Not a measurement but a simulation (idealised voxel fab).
The process module that follows is named voxel capacitor over wiring.
Displayed cross-section: cut, width of 195 nm, square cells sized 5 nm.
Throughout this document, each cross-section is represented as a grid of square cells and is presented as a sequence of bands enumerated from the top downward, where a band comprises one or more rows of cells.
Basically the band line says how high the top is and how high the bottom is, in nm, and then what's in it from left to right, every material with its width in nm. Empty space shows up as "blank", and if a single material carries "everywhere" it runs the full band edge to edge.
Height reference: 0 = level under which incoming wafer is all one material. Lowest band: no bottom, runs on downward, e.g. "0 down".
Width: "30 to 40" (first number = top row, second number = bottom row, same change from row to row of cells).
The cross-section has no changed cell in any step marked "nothing altered".
The entry "Enclosed void listing" lists the empty spaces that cover at least 8 cells and have no open path to the top. Each is written as width x height at distance, where the distance is measured from the left edge and all three values are in nm.
Step line, after settings: the simulator's comment on this step.
Steps that use a mask can have "overlay nm" on their line. It says how far the mask sat to the right of where it was meant to be. Negative means to the left.
Process steps foreseen in the plan
| 1 | RECEIVE,material Si |
| 2 | CONFORMAL_DEP,material SiO2,thk nm 15 |
| 3 | CONFORMAL_DEP,material SiN,thk nm 5 |
| 4 | DIRECTIONAL_DEP,material lowk,thk nm 15 |
| 5 | DIRECTIONAL_DEP,material aC,thk nm 15 |
| 6 | PATTERN,tone open,mask id METAL_1,material resist,width nm 30,pitch nm 80,thk nm 30,overlay nm 0 |
| 7 | DIRECTIONAL_ETCH,etch materials aC,depth nm 15 |
| 8 | STRIP,etch materials resist |
| 9 | DIRECTIONAL_ETCH,etch materials lowk,depth nm 15 |
| 10 | DIRECTIONAL_ETCH,etch materials SiN,depth nm 5 |
| 11 | STRIP,etch materials aC |
| 12 | CONFORMAL_DEP,material TiN,thk nm 5 |
| 13 | FILL_DEP,material Ru,thk nm 10 |
| 14 | CMP,height nm 35 |
| 15 | CONFORMAL_DEP,material SiCN,thk nm 5 |
| 16 | DIRECTIONAL_DEP,material SiO2,thk nm 15 |
| 17 | MASKED_ETCH,tone open,mask id PLUG_1,width nm 15,etch materials SiO2,depth nm 15,overlay nm 0 |
| 18 | MASKED_ETCH,tone open,mask id PLUG_1,width nm 15,etch materials SiCN,depth nm 5,overlay nm 0 |
| 19 | EPI,material Ru,thk nm 10 |
| 20 | EPI,material Ru,thk nm 10 |
| 21 | DIRECTIONAL_DEP,material TiN,thk nm 5 |
| 22 | DIRECTIONAL_DEP,material HfO2,thk nm 5 |
| 23 | DIRECTIONAL_DEP,material TiN,thk nm 5 |
| 24 | MASKED_ETCH,tone cover,mask id UPPER_PLATE,width nm 55,etch materials TiN,depth nm 5,overlay nm 0 |
| 25 | MASKED_ETCH,tone cover,mask id UPPER_PLATE,width nm 55,etch materials HfO2,depth nm 5,overlay nm 0 |
| 26 | MASKED_ETCH,tone cover,mask id LOWER_PLATE,width nm 55,etch materials TiN,depth nm 5,overlay nm 0 |
| 27 | FILL_DEP,material SiO2,thk nm 20 |
| 28 | CMP,height nm 85 |
| 29 | PATTERN,tone open,mask id PLUG_2,material resist,width nm 15,thk nm 15,overlay nm 0 |
| 30 | DIRECTIONAL_ETCH,etch materials SiO2,depth nm 15 |
| 31 | STRIP,etch materials resist |
| 32 | CONFORMAL_DEP,material TiN,thk nm 5 |
| 33 | FILL_DEP,material W,thk nm 5 |
| 34 | CMP,height nm 85 |
| 35 | CONFORMAL_DEP,material SiCN,thk nm 5 |
It is noted that the wafers described herein are identical at the outset and are distinguished by the width nm of step 26; the value stated in the plan corresponds to the first wafer.
Received condition of the first of several wafers, sectioned: post-step 1
0 down | Si everywhere
Enclosed void listing: none
Shown in cross-section: the first of several wafers at the end of the module, after its last step, step 35
90 to 85 | SiCN everywhere
85 to 75 | SiO2=65; TiN=5; W=5; TiN=5; SiO2=115
75 to 65 | SiO2=65 to 55; TiN=15 to 55; SiO2=115 to 85
65 to 60 | SiO2=55; HfO2=55; SiO2=85
60 to 55 | SiO2=55; TiN=55; SiO2=85
55 to 40 | SiO2=55; Ru=15; SiO2=125
40 to 35 | SiCN=55; Ru=15; SiCN=125
35 to 20 | lowk=40; TiN=5; Ru=20; TiN=5; lowk=50; TiN=5; Ru=20; TiN=5; lowk=45
20 to 15 | SiN=40; TiN=30; SiN=50; TiN=30; SiN=45
15 to 0 | SiO2 everywhere
0 down | Si everywhere
Enclosed void listing: none
Of the several wafers, the last: cross-section at the end of the module
90 to 85 | SiCN everywhere
85 to 75 | SiO2=65; TiN=5; W=5; TiN=5; SiO2=115
75 to 65 | SiO2=65 to 55; TiN=15 to 55; SiO2=115 to 85
65 to 60 | SiO2=55; HfO2=55; SiO2=85
60 to 55 | SiO2=45; TiN=80; SiO2=70
55 to 40 | SiO2=55; Ru=15; SiO2=125
40 to 35 | SiCN=55; Ru=15; SiCN=125
35 to 20 | lowk=40; TiN=5; Ru=20; TiN=5; lowk=50; TiN=5; Ru=20; TiN=5; lowk=45
20 to 15 | SiN=40; TiN=30; SiN=50; TiN=30; SiN=45
15 to 0 | SiO2 everywhere
0 down | Si everywhere
Enclosed void listing: none
Every row in this table is a wafer at the end of the module, and it gives, for each of the materials, the cells that wafer has gained (+) or lost (-) since it was received, then its closed voids
width nm 55, +11 HfO2, +36 Ru, +75 SiCN, +27 SiN, +417 SiO2, +53 TiN, +2 W, +81 lowk, Enclosed void listing: none
width nm 60, +11 HfO2, +36 Ru, +75 SiCN, +27 SiN, +416 SiO2, +54 TiN, +2 W, +81 lowk, Enclosed void listing: none
width nm 65, +11 HfO2, +36 Ru, +75 SiCN, +27 SiN, +415 SiO2, +55 TiN, +2 W, +81 lowk, Enclosed void listing: none
width nm 70, +11 HfO2, +36 Ru, +75 SiCN, +27 SiN, +414 SiO2, +56 TiN, +2 W, +81 lowk, Enclosed void listing: none
width nm 75, +11 HfO2, +36 Ru, +75 SiCN, +27 SiN, +413 SiO2, +57 TiN, +2 W, +81 lowk, Enclosed void listing: none
width nm 80, +11 HfO2, +36 Ru, +75 SiCN, +27 SiN, +412 SiO2, +58 TiN, +2 W, +81 lowk, Enclosed void listing: none
